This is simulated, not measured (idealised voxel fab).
A process module follows: voxel transistor to metal.
Shown is cross-section cut, with a width of 185 nm and square cells of size 5 nm.
Think of the cross-section as a grid of square cells. We describe it in bands, top to bottom, and each band covers one or more rows of those cells. Basically the band line says how high the top is and how high the bottom is, in nm, and then what's in it from left to right, every material with its width in nm. Empty space shows up as "air", and if a single material carries "throughout" it runs the full band edge to edge. For the purposes of this specification, 0 denotes the height below which the wafer in its as-received condition is composed wholly of one material, and the lowermost band, lacking a lower limit, extends downward without end, as expressed in "0 down". A width given as "30..40" starts at the first number in the band's top row and ends at the second number in its bottom row, shifting by an equal amount at every step from row to row. Key: "changes: none" - step with no changed cell in the cross-section. Entry "Closed voids list" = empty spaces >= 8 cells with no open way to the top; each as width x height at distance, distance from left edge, all nm. Where a step's line continues beyond its settings, the continuation is a remark by the simulator itself on that step. The setting "overlay nm" may be written on the line of a step. When the step uses a mask, the value reports how far to the right of the planned place the mask lay, and a negative value reports that it lay to the left.

-- Below is the list of planned process steps
- 1: RECEIVE (material Si)
- 2: CONFORMAL_DEP (material SiO2; thk nm 5)
- 3: CONFORMAL_DEP (material SiN; thk nm 10)
- 4: DIRECTIONAL_DEP (material aC; thk nm 15)
- 5: PATTERN (tone cover; mask id ACTIVE; material resist; width nm 100; thk nm 30; overlay nm 0)
- 6: DIRECTIONAL_ETCH (etch materials aC; depth nm 15)
- 7: STRIP (etch materials resist)
- 8: DIRECTIONAL_ETCH (etch materials SiN; depth nm 10)
- 9: DIRECTIONAL_ETCH (etch materials SiO2; depth nm 5)
- 10: DIRECTIONAL_ETCH (etch materials Si; depth nm 30)
- 11: STRIP (etch materials aC)
- 12: FILL_DEP (material SiO2; thk nm 15)
- 13: CMP (height nm 15)
- 14: SELECTIVE_ETCH (etch materials SiO2; depth nm 10)
- 15: STRIP (etch materials SiN)
- 16: SELECTIVE_ETCH (etch materials SiO2; depth nm 5)
- 17: OXIDIZE (depth nm 5)
- 18: DIRECTIONAL_DEP (material polySi; thk nm 25)
- 19: DIRECTIONAL_DEP (material SiCN; thk nm 10)
- 20: DIRECTIONAL_DEP (material aC; thk nm 15)
- 21: PATTERN (tone cover; mask id GATE; material resist; width nm 20; thk nm 35; overlay nm 0)
- 22: DIRECTIONAL_ETCH (etch materials aC; depth nm 15)
- 23: STRIP (etch materials resist)
- 24: DIRECTIONAL_ETCH (etch materials SiCN; depth nm 20)
- 25: DIRECTIONAL_ETCH (etch materials polySi; depth nm 35)
- 26: STRIP (etch materials aC)
- 27: CONFORMAL_DEP (material SiN; thk nm 10)
- 28: DIRECTIONAL_ETCH (etch materials SiN; depth nm 10)
- 29: DIRECTIONAL_ETCH (etch materials SiO2; depth nm 5)
- 30: DIRECTIONAL_ETCH (etch materials Si; depth nm 10)
- 31: EPI (material SiGe; thk nm 15)
- 32: FILL_DEP (material SiO2; thk nm 5)
- 33: CMP (height nm 35)
- 34: DIRECTIONAL_DEP (material SiO2; thk nm 10)
- 35: PATTERN (tone open; mask id CONTACT; material resist; width nm 30; pitch nm 60; thk nm 15; overlay nm 0)
- 36: DIRECTIONAL_ETCH (etch materials SiO2; depth nm 45)
- 37: STRIP (etch materials resist)
- 38: CONFORMAL_DEP (material TiN; thk nm 5)
- 39: FILL_DEP (material W; thk nm 10)
- 40: CMP (height nm 45)
- 41: CONFORMAL_DEP (material SiN; thk nm 5)
- 42: DIRECTIONAL_DEP (material SiO2; thk nm 20)
- 43: MASKED_ETCH (tone open; mask id METAL_1; width nm 15; pitch nm 75; etch materials SiO2; depth nm 20; overlay nm 0)
- 44: MASKED_ETCH (tone open; mask id METAL_1; width nm 15; pitch nm 75; etch materials SiN; depth nm 5; overlay nm 0)
- 45: CONFORMAL_DEP (material TiN; thk nm 5)
- 46: FILL_DEP (material Cu; thk nm 10)
- 47: CMP (height nm 70)
- 48: CONFORMAL_DEP (material SiCN; thk nm 5)
- 49: DIRECTIONAL_DEP (material SiO2; thk nm 25)
- 50: PATTERN (tone open; mask id METAL_2; material resist; width nm 15; pitch nm 75; thk nm 15; overlay nm 0)
- 51: DIRECTIONAL_ETCH (etch materials SiO2; depth nm 15)
- 52: STRIP (etch materials resist)
- 53: DIRECTIONAL_DEP (material aC; thk nm 15)
- 54: PATTERN (tone open; mask id METAL_2_HOLES; material resist; width nm 15; pitch nm 75; thk nm 35; overlay nm 0)
- 55: DIRECTIONAL_ETCH (etch materials aC; depth nm 15)
- 56: STRIP (etch materials resist)
- 57: DIRECTIONAL_ETCH (etch materials SiO2; depth nm 10)
- 58: DIRECTIONAL_ETCH (etch materials SiCN; depth nm 5)
- 59: STRIP (etch materials aC)
- 60: CONFORMAL_DEP (material TiN; thk nm 5)
- 61: FILL_DEP (material Cu; thk nm 10)
- 62: CMP (height nm 100)
- 63: CONFORMAL_DEP (material SiN; thk nm 5)

-- So, the first of our two wafers, run just as we planned it

-- The cross-section here shows the wafer as received, i.e. in its state after step 1
* 0 down: Si throughout
* Closed voids list: none

-- Step 2 complete: cross-section through the wafer
* 5 to 0: SiO2 throughout
* Whatever lies below 0 is exactly as it was before.

-- Step 3 complete: cross-section through the wafer
* 15 to 5: SiN throughout
* Whatever lies below 5 is exactly as it was before.

-- Step 4 complete: cross-section through the wafer
* 30 to 15: aC throughout
* Whatever lies below 15 is exactly as it was before.

-- Step 5 complete: cross-section through the wafer
* 60 to 30: air (40); resist (100); air (45)
* Whatever lies below 30 is exactly as it was before.

-- Step 6 complete: cross-section through the wafer
* 45 to 30: air (40); resist (100); air (45)
* 30 to 15: air (40); aC (100); air (45)
* Whatever lies below 15 is exactly as it was before.

-- Step 7 complete: cross-section through the wafer
* 30 to 15: air (40); aC (100); air (45)
* Whatever lies below 15 is exactly as it was before.

-- Step 8 complete: cross-section through the wafer
* 30 to 15: air (40); aC (100); air (45)
* 15 to 5: air (40); SiN (100); air (45)
* Whatever lies below 5 is exactly as it was before.

-- Step 9 complete: cross-section through the wafer
* 30 to 15: air (40); aC (100); air (45)
* 15 to 5: air (40); SiN (100); air (45)
* 5 to 0: air (40); SiO2 (100); air (45)
* Whatever lies below 0 is exactly as it was before.

-- Step 10 complete: cross-section through the wafer
* 30 to 15: air (40); aC (100); air (45)
* 15 to 5: air (40); SiN (100); air (45)
* 5 to 0: air (40); SiO2 (100); air (45)
* 0 to -30: air (40); Si (100); air (45)
* Whatever lies below -30 is exactly as it was before.

-- Step 11 complete: cross-section through the wafer
* 15 to 5: air (40); SiN (100); air (45)
* Whatever lies below 5 is exactly as it was before.

-- Step 12 complete: cross-section through the wafer
* 30 to 15: SiO2 throughout
* 15 to 5: SiO2 (40); SiN (100); SiO2 (45)
* 5 to 0: SiO2 throughout
* 0 to -30: SiO2 (40); Si (100); SiO2 (45)
* Whatever lies below -30 is exactly as it was before.

-- Step 13 complete: cross-section through the wafer
* 15 to 5: SiO2 (40); SiN (100); SiO2 (45)
* Whatever lies below 5 is exactly as it was before.

-- Step 14 complete: cross-section through the wafer
* 15 to 5: air (40); SiN (100); air (45)
* Whatever lies below 5 is exactly as it was before.

-- Step 15 complete: cross-section through the wafer
* 5 to 0: SiO2 throughout
* Whatever lies below 0 is exactly as it was before.

-- Step 16 complete: cross-section through the wafer
* 0 to -30: SiO2 (40); Si (100); SiO2 (45)
* Whatever lies below -30 is exactly as it was before.

-- Step 17 complete: cross-section through the wafer
* 0 to -5: SiO2 throughout
* Whatever lies below -5 is exactly as it was before.

-- Step 18 complete: cross-section through the wafer
* 25 to 0: polySi throughout
* Whatever lies below 0 is exactly as it was before.

-- Step 19 complete: cross-section through the wafer
* 35 to 25: SiCN throughout
* Whatever lies below 25 is exactly as it was before.

-- Step 20 complete: cross-section through the wafer
* 50 to 35: aC throughout
* Whatever lies below 35 is exactly as it was before.

-- Step 21 complete: cross-section through the wafer
* 85 to 50: air (80); resist (20); air (85)
* Whatever lies below 50 is exactly as it was before.

-- Step 22 complete: cross-section through the wafer
* 70 to 50: air (80); resist (20); air (85)
* 50 to 35: air (80); aC (20); air (85)
* Whatever lies below 35 is exactly as it was before.

-- Step 23 complete: cross-section through the wafer
* 50 to 35: air (80); aC (20); air (85)
* Whatever lies below 35 is exactly as it was before.

-- Step 24 complete: cross-section through the wafer
* 50 to 35: air (80); aC (20); air (85)
* 35 to 25: air (80); SiCN (20); air (85)
* Whatever lies below 25 is exactly as it was before.

-- Step 25 complete: cross-section through the wafer
* 50 to 35: air (80); aC (20); air (85)
* 35 to 25: air (80); SiCN (20); air (85)
* 25 to 0: air (80); polySi (20); air (85)
* Whatever lies below 0 is exactly as it was before.

-- Step 26 complete: cross-section through the wafer
* 35 to 25: air (80); SiCN (20); air (85)
* Whatever lies below 25 is exactly as it was before.

-- Step 27 complete: cross-section through the wafer
* 45 to 35: air (70); SiN (40); air (75)
* 35 to 25: air (70); SiN (10); SiCN (20); SiN (10); air (75)
* 25 to 10: air (70); SiN (10); polySi (20); SiN (10); air (75)
* 10 to 0: SiN (80); polySi (20); SiN (85)
* Whatever lies below 0 is exactly as it was before.

-- Step 28 complete: cross-section through the wafer
* 35 to 25: air (70); SiN (10); SiCN (20); SiN (10); air (75)
* 25 to 0: air (70); SiN (10); polySi (20); SiN (10); air (75)
* Whatever lies below 0 is exactly as it was before.

-- Step 29 complete: cross-section through the wafer
* 35 to 25: air (70); SiN (10); SiCN (20); SiN (10); air (75)
* 25 to 0: air (70); SiN (10); polySi (20); SiN (10); air (75)
* 0 to -5: air (70); SiO2 (40); air (75)
* Whatever lies below -5 is exactly as it was before.

-- Step 30 complete: cross-section through the wafer
* 35 to 25: air (70); SiN (10); SiCN (20); SiN (10); air (75)
* 25 to 0: air (70); SiN (10); polySi (20); SiN (10); air (75)
* 0 to -5: air (70); SiO2 (40); air (75)
* -5 to -15: SiO2 (40); air (30); Si (40); air (30); SiO2 (45)
* Whatever lies below -15 is exactly as it was before.

-- Step 31 complete: cross-section through the wafer
* 35 to 25: air (70); SiN (10); SiCN (20); SiN (10); air (75)
* 25 to 10: air (70); SiN (10); polySi (20); SiN (10); air (75)
* 10 to 0: air (55); SiGe (15); SiN (10); polySi (20); SiN (10); SiGe (15); air (60)
* 0 to -5: air (35); SiGe (35); SiO2 (40); SiGe (35); air (40)
* -5 to -15: SiO2 (40); SiGe (30); Si (40); SiGe (30); SiO2 (45)
* Whatever lies below -15 is exactly as it was before.

-- Step 32 complete: cross-section through the wafer
* 40 to 35: SiO2 throughout
* 35 to 25: SiO2 (70); SiN (10); SiCN (20); SiN (10); SiO2 (75)
* 25 to 10: SiO2 (70); SiN (10); polySi (20); SiN (10); SiO2 (75)
* 10 to 0: SiO2 (55); SiGe (15); SiN (10); polySi (20); SiN (10); SiGe (15); SiO2 (60)
* 0 to -5: SiO2 (35); SiGe (35); SiO2 (40); SiGe (35); SiO2 (40)
* Whatever lies below -5 is exactly as it was before.

-- Step 33 complete: cross-section through the wafer
* 35 to 25: SiO2 (70); SiN (10); SiCN (20); SiN (10); SiO2 (75)
* Whatever lies below 25 is exactly as it was before.

-- Step 34 complete: cross-section through the wafer
* 45 to 35: SiO2 throughout
* Whatever lies below 35 is exactly as it was before.

-- Step 35 complete: cross-section through the wafer
* 60 to 45: resist (45); air (30); resist (30); air (30); resist (50)
* Whatever lies below 45 is exactly as it was before.

-- Step 36 complete: cross-section through the wafer
* 60 to 45: resist (45); air (30); resist (30); air (30); resist (50)
* 45 to 35: SiO2 (45); air (30); SiO2 (30); air (30); SiO2 (50)
* 35 to 25: SiO2 (45); air (25); SiN (10); SiCN (20); SiN (10); air (25); SiO2 (50)
* 25 to 10: SiO2 (45); air (25); SiN (10); polySi (20); SiN (10); air (25); SiO2 (50)
* 10 to 0: SiO2 (45); air (10); SiGe (15); SiN (10); polySi (20); SiN (10); SiGe (15); air (10); SiO2 (50)
* Whatever lies below 0 is exactly as it was before.

-- Step 37 complete: cross-section through the wafer
* 45 to 35: SiO2 (45); air (30); SiO2 (30); air (30); SiO2 (50)
* Whatever lies below 35 is exactly as it was before.

-- Step 38 complete: cross-section through the wafer
* 50 to 45: TiN (50); air (20); TiN (40); air (20); TiN (55)
* 45 to 35: SiO2 (45); TiN (5); air (20..15); TiN (5..10); SiO2 (30); TiN (5..10); air (20..15); TiN (5); SiO2 (50)
* 35 to 25: SiO2 (45); TiN (5); air (15); TiN (5); SiN (10); SiCN (20); SiN (10); TiN (5); air (15); TiN (5); SiO2 (50)
* 25 to 15: SiO2 (45); TiN (5); air (15); TiN (5); SiN (10); polySi (20); SiN (10); TiN (5); air (15); TiN (5); SiO2 (50)
* 15 to 10: SiO2 (45); TiN (25); SiN (10); polySi (20); SiN (10); TiN (25); SiO2 (50)
* 10 to 0: SiO2 (45); TiN (10); SiGe (15); SiN (10); polySi (20); SiN (10); SiGe (15); TiN (10); SiO2 (50)
* Whatever lies below 0 is exactly as it was before.

-- Step 39 complete: cross-section through the wafer
* 60 to 50: W throughout
* 50 to 45: TiN (50); W (20); TiN (40); W (20); TiN (55)
* 45 to 35: SiO2 (45); TiN (5); W (20..15); TiN (5..10); SiO2 (30); TiN (5..10); W (20..15); TiN (5); SiO2 (50)
* 35 to 25: SiO2 (45); TiN (5); W (15); TiN (5); SiN (10); SiCN (20); SiN (10); TiN (5); W (15); TiN (5); SiO2 (50)
* 25 to 15: SiO2 (45); TiN (5); W (15); TiN (5); SiN (10); polySi (20); SiN (10); TiN (5); W (15); TiN (5); SiO2 (50)
* Whatever lies below 15 is exactly as it was before.

-- Step 40 complete: cross-section through the wafer
* 45 to 35: SiO2 (45); TiN (5); W (20..15); TiN (5..10); SiO2 (30); TiN (5..10); W (20..15); TiN (5); SiO2 (50)
* Whatever lies below 35 is exactly as it was before.

-- Step 41 complete: cross-section through the wafer
* 50 to 45: SiN throughout
* Whatever lies below 45 is exactly as it was before.

-- Step 42 complete: cross-section through the wafer
* 70 to 50: SiO2 throughout
* Whatever lies below 50 is exactly as it was before.

-- Step 43 complete: cross-section through the wafer
* 70 to 50: SiO2 (45); air (15); SiO2 (60); air (15); SiO2 (50)
* Whatever lies below 50 is exactly as it was before.

-- Step 44 complete: cross-section through the wafer
* 70 to 50: SiO2 (45); air (15); SiO2 (60); air (15); SiO2 (50)
* 50 to 45: SiN (45); air (15); SiN (60); air (15); SiN (50)
* Whatever lies below 45 is exactly as it was before.

-- Step 45 complete: cross-section through the wafer
* 75 to 70: TiN (50); air (5); TiN (70); air (5); TiN (55)
* 70 to 50: SiO2 (45); TiN (5); air (5); TiN (5); SiO2 (60); TiN (5); air (5); TiN (5); SiO2 (50)
* 50 to 45: SiN (45); TiN (15); SiN (60); TiN (15); SiN (50)
* Whatever lies below 45 is exactly as it was before.

-- Step 46 complete: cross-section through the wafer
* 85 to 75: Cu throughout
* 75 to 70: TiN (50); Cu (5); TiN (70); Cu (5); TiN (55)
* 70 to 50: SiO2 (45); TiN (5); Cu (5); TiN (5); SiO2 (60); TiN (5); Cu (5); TiN (5); SiO2 (50)
* Whatever lies below 50 is exactly as it was before.

-- Step 47 complete: cross-section through the wafer
* 70 to 50: SiO2 (45); TiN (5); Cu (5); TiN (5); SiO2 (60); TiN (5); Cu (5); TiN (5); SiO2 (50)
* Whatever lies below 50 is exactly as it was before.

-- Step 48 complete: cross-section through the wafer
* 75 to 70: SiCN throughout
* Whatever lies below 70 is exactly as it was before.

-- Step 49 complete: cross-section through the wafer
* 100 to 75: SiO2 throughout
* Whatever lies below 75 is exactly as it was before.

-- Step 50 complete: cross-section through the wafer
* 115 to 100: resist (45); air (15); resist (60); air (15); resist (50)
* Whatever lies below 100 is exactly as it was before.

-- Step 51 complete: cross-section through the wafer
* 115 to 100: resist (45); air (15); resist (60); air (15); resist (50)
* 100 to 85: SiO2 (45); air (15); SiO2 (60); air (15); SiO2 (50)
* Whatever lies below 85 is exactly as it was before.

-- Step 52 complete: cross-section through the wafer
* 100 to 85: SiO2 (45); air (15); SiO2 (60); air (15); SiO2 (50)
* Whatever lies below 85 is exactly as it was before.

-- Step 53 complete: cross-section through the wafer
* 115 to 100: aC (45); air (15); aC (60); air (15); aC (50)
* 100 to 85: SiO2 (45); aC (15); SiO2 (60); aC (15); SiO2 (50)
* Whatever lies below 85 is exactly as it was before.

-- Step 54 complete: cross-section through the wafer
* 150 to 115: resist (45); air (15); resist (60); air (15); resist (50)
* Whatever lies below 115 is exactly as it was before.

-- Step 55 complete: cross-section through the wafer
* 135 to 115: resist (45); air (15); resist (60); air (15); resist (50)
* 115 to 100: aC (45); air (15); aC (60); air (15); aC (50)
* 100 to 85: SiO2 (45); air (15); SiO2 (60); air (15); SiO2 (50)
* Whatever lies below 85 is exactly as it was before.

-- Step 56 complete: cross-section through the wafer
* 115 to 100: aC (45); air (15); aC (60); air (15); aC (50)
* Whatever lies below 100 is exactly as it was before.

-- Step 57 complete: cross-section through the wafer
* 115 to 100: aC (45); air (15); aC (60); air (15); aC (50)
* 100 to 75: SiO2 (45); air (15); SiO2 (60); air (15); SiO2 (50)
* Whatever lies below 75 is exactly as it was before.

-- Step 58 complete: cross-section through the wafer
* 115 to 100: aC (45); air (15); aC (60); air (15); aC (50)
* 100 to 75: SiO2 (45); air (15); SiO2 (60); air (15); SiO2 (50)
* 75 to 70: SiCN (45); air (15); SiCN (60); air (15); SiCN (50)
* Whatever lies below 70 is exactly as it was before.

-- Step 59 complete: cross-section through the wafer
* 100 to 75: SiO2 (45); air (15); SiO2 (60); air (15); SiO2 (50)
* Whatever lies below 75 is exactly as it was before.

-- Step 60 complete: cross-section through the wafer
* 105 to 100: TiN (50); air (5); TiN (70); air (5); TiN (55)
* 100 to 75: SiO2 (45); TiN (5); air (5); TiN (5); SiO2 (60); TiN (5); air (5); TiN (5); SiO2 (50)
* 75 to 70: SiCN (45); TiN (15); SiCN (60); TiN (15); SiCN (50)
* Whatever lies below 70 is exactly as it was before.

-- Step 61 complete: cross-section through the wafer
* 115 to 105: Cu throughout
* 105 to 100: TiN (50); Cu (5); TiN (70); Cu (5); TiN (55)
* 100 to 75: SiO2 (45); TiN (5); Cu (5); TiN (5); SiO2 (60); TiN (5); Cu (5); TiN (5); SiO2 (50)
* Whatever lies below 75 is exactly as it was before.

-- Step 62 complete: cross-section through the wafer
* 100 to 75: SiO2 (45); TiN (5); Cu (5); TiN (5); SiO2 (60); TiN (5); Cu (5); TiN (5); SiO2 (50)
* Whatever lies below 75 is exactly as it was before.

-- Step 63 complete: cross-section through the wafer
* 105 to 100: SiN throughout
* Whatever lies below 100 is exactly as it was before.

-- Okay, second wafer. Nothing different at the start, nothing different in the plan, just one mistake somewhere in the running. As far as step 48, counting that step, it's the first wafer all over again

-- Second wafer profile in section, at the moment step 49 of the plan was meant to be complete
* 100 to 70: SiCN throughout
* Whatever lies below 70 is exactly as it was before.

-- Second wafer profile in section, at the moment step 50 of the plan was meant to be complete
* 115 to 100: resist (45); air (15); resist (60); air (15); resist (50)
* Whatever lies below 100 is exactly as it was before.

Second wafer profile in section, at the moment step 51 of the plan was meant to be complete: changes: none

-- Second wafer profile in section, at the moment step 52 of the plan was meant to be complete
* 100 to 70: SiCN throughout
* Whatever lies below 70 is exactly as it was before.

-- Second wafer profile in section, at the moment step 53 of the plan was meant to be complete
* 115 to 100: aC throughout
* Whatever lies below 100 is exactly as it was before.

-- Second wafer profile in section, at the moment step 54 of the plan was meant to be complete
* 150 to 115: resist (45); air (15); resist (60); air (15); resist (50)
* Whatever lies below 115 is exactly as it was before.

-- Second wafer profile in section, at the moment step 55 of the plan was meant to be complete
* 135 to 115: resist (45); air (15); resist (60); air (15); resist (50)
* 115 to 100: aC (45); air (15); aC (60); air (15); aC (50)
* Whatever lies below 100 is exactly as it was before.

-- Second wafer profile in section, at the moment step 56 of the plan was meant to be complete
* 115 to 100: aC (45); air (15); aC (60); air (15); aC (50)
* Whatever lies below 100 is exactly as it was before.

Second wafer profile in section, at the moment step 57 of the plan was meant to be complete: changes: none

-- Second wafer profile in section, at the moment step 58 of the plan was meant to be complete
* 115 to 100: aC (45); air (15); aC (60); air (15); aC (50)
* 100 to 95: SiCN (45); air (15); SiCN (60); air (15); SiCN (50)
* Whatever lies below 95 is exactly as it was before.

-- Second wafer profile in section, at the moment step 59 of the plan was meant to be complete
* 100 to 95: SiCN (45); air (15); SiCN (60); air (15); SiCN (50)
* Whatever lies below 95 is exactly as it was before.

-- Second wafer profile in section, at the moment step 60 of the plan was meant to be complete
* 105 to 100: TiN (50); air (5); TiN (70); air (5); TiN (55)
* 100 to 95: SiCN (45); TiN (15); SiCN (60); TiN (15); SiCN (50)
* Whatever lies below 95 is exactly as it was before.

-- Second wafer profile in section, at the moment step 61 of the plan was meant to be complete
* 115 to 105: Cu throughout
* 105 to 100: TiN (50); Cu (5); TiN (70); Cu (5); TiN (55)
* Whatever lies below 100 is exactly as it was before.

-- Second wafer profile in section, at the moment step 62 of the plan was meant to be complete
* 100 to 95: SiCN (45); TiN (15); SiCN (60); TiN (15); SiCN (50)
* Whatever lies below 95 is exactly as it was before.

-- Second wafer profile in section, at the moment step 63 of the plan was meant to be complete
* 105 to 100: SiN throughout
* Whatever lies below 100 is exactly as it was before.
Where did the run depart from the plan? in deviation from the planned setting, step 49 was conducted as DIRECTIONAL_DEP (material SiCN; thk nm 25)
The second wafer ends with more or fewer cells of some materials than the first, per final count: 10 fewer of Cu | 185 more of SiCN | 155 fewer of SiO2 | 20 fewer of TiN
